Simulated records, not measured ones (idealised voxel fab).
process module | voxel wiring stack
cross-section cut | 185 nm wide | cells 5 nm
A cross-section is a grid of square cells, given in bands from the top down. A band is one or more rows of cells.
Each band's line starts with the height of the band's top and of its bottom, in nm. Then come its materials from left to right, each with its width in nm. One material with "throughout" fills the band from edge to edge. "air" is empty space.
Height 0 is the level under which the wafer as received is all one material. The lowest band goes on downwards, as in "0 down".
A width such as "30 to 40" changes by the same amount from each row of cells to the next, from the band's top row to its bottom row.
"no change" after a step means that no cell of the cross-section changed.
closed voids: empty space of 8 cells or more with no open way to the top, each as width x height at its distance from the left edge, in nm
after a step's settings: what the simulator itself notes on the step
overlay nm, on a step with a mask: how far to the right of its planned place the mask lay; to the left if negative
plan
1 op RECEIVE | material Si
2 op CONFORMAL_DEP | material SiO2 | thk nm 15
3 op CONFORMAL_DEP | material SiN | thk nm 5
4 op DIRECTIONAL_DEP | material lowk | thk nm 20
5 op PATTERN | tone open | mask id METAL_1 | material resist | width nm 20 | pitch nm 45 | thk nm 20 | overlay nm 0
6 op DIRECTIONAL_ETCH | etch materials lowk | depth nm 20
7 op DIRECTIONAL_ETCH | etch materials SiN | depth nm 5
8 op STRIP | etch materials resist
9 op CONFORMAL_DEP | material TiN | thk nm 5
10 op FILL_DEP | material Cu | thk nm 10
11 op CMP | height nm 40
12 op EPI | material Ru | thk nm 5
13 op FILL_DEP | material SiCN | thk nm 5
14 op DIRECTIONAL_DEP | material lowk | thk nm 20
15 op MASKED_ETCH | tone open | mask id PLUG_1 | width nm 15 | pitch nm 90 | etch materials lowk | depth nm 20 | overlay nm 0
16 op MASKED_ETCH | tone open | mask id PLUG_1 | width nm 15 | pitch nm 90 | etch materials SiCN | depth nm 5 | overlay nm 0
17 op CONFORMAL_DEP | material TiN | thk nm 5
18 op FILL_DEP | material W | thk nm 5
19 op CMP | height nm 70
20 op DIRECTIONAL_DEP | material TiN | thk nm 5
21 op DIRECTIONAL_DEP | material Ru | thk nm 25
22 op DIRECTIONAL_DEP | material aC | thk nm 10
23 op PATTERN | tone cover | mask id METAL_2 | material resist | width nm 20 | pitch nm 45 | thk nm 30 | overlay nm 0
24 op DIRECTIONAL_ETCH | etch materials aC | depth nm 10
25 op STRIP | etch materials resist
26 op DIRECTIONAL_ETCH | etch materials Ru | depth nm 25
27 op DIRECTIONAL_ETCH | etch materials TiN | depth nm 5
28 op STRIP | etch materials aC
29 op FILL_DEP | material SiO2 | thk nm 10
30 op CMP | height nm 100
31 op CONFORMAL_DEP | material SiCN | thk nm 5
varied across the wafers: thk nm of step 20. The plan shows the first wafer's value. All wafers start alike
first wafer as received, after step 1
  0 down: Si throughout
  closed voids: none
each wafer at the end: cells of each material gained (+) or lost (-) since it was received, then its closed voids
thk nm 5 | +24 Cu | +78 Ru | +87 SiCN | +25 SiN | +261 SiO2 | +70 TiN | +8 W | +224 lowk | closed voids: none
thk nm 10 | +24 Cu | +66 Ru | +87 SiCN | +25 SiN | +236 SiO2 | +107 TiN | +8 W | +224 lowk | closed voids: none
thk nm 15 | +24 Cu | +54 Ru | +87 SiCN | +25 SiN | +211 SiO2 | +144 TiN | +8 W | +224 lowk | closed voids: none
thk nm 20 | +24 Cu | +42 Ru | +87 SiCN | +25 SiN | +186 SiO2 | +181 TiN | +8 W | +224 lowk | closed voids: none
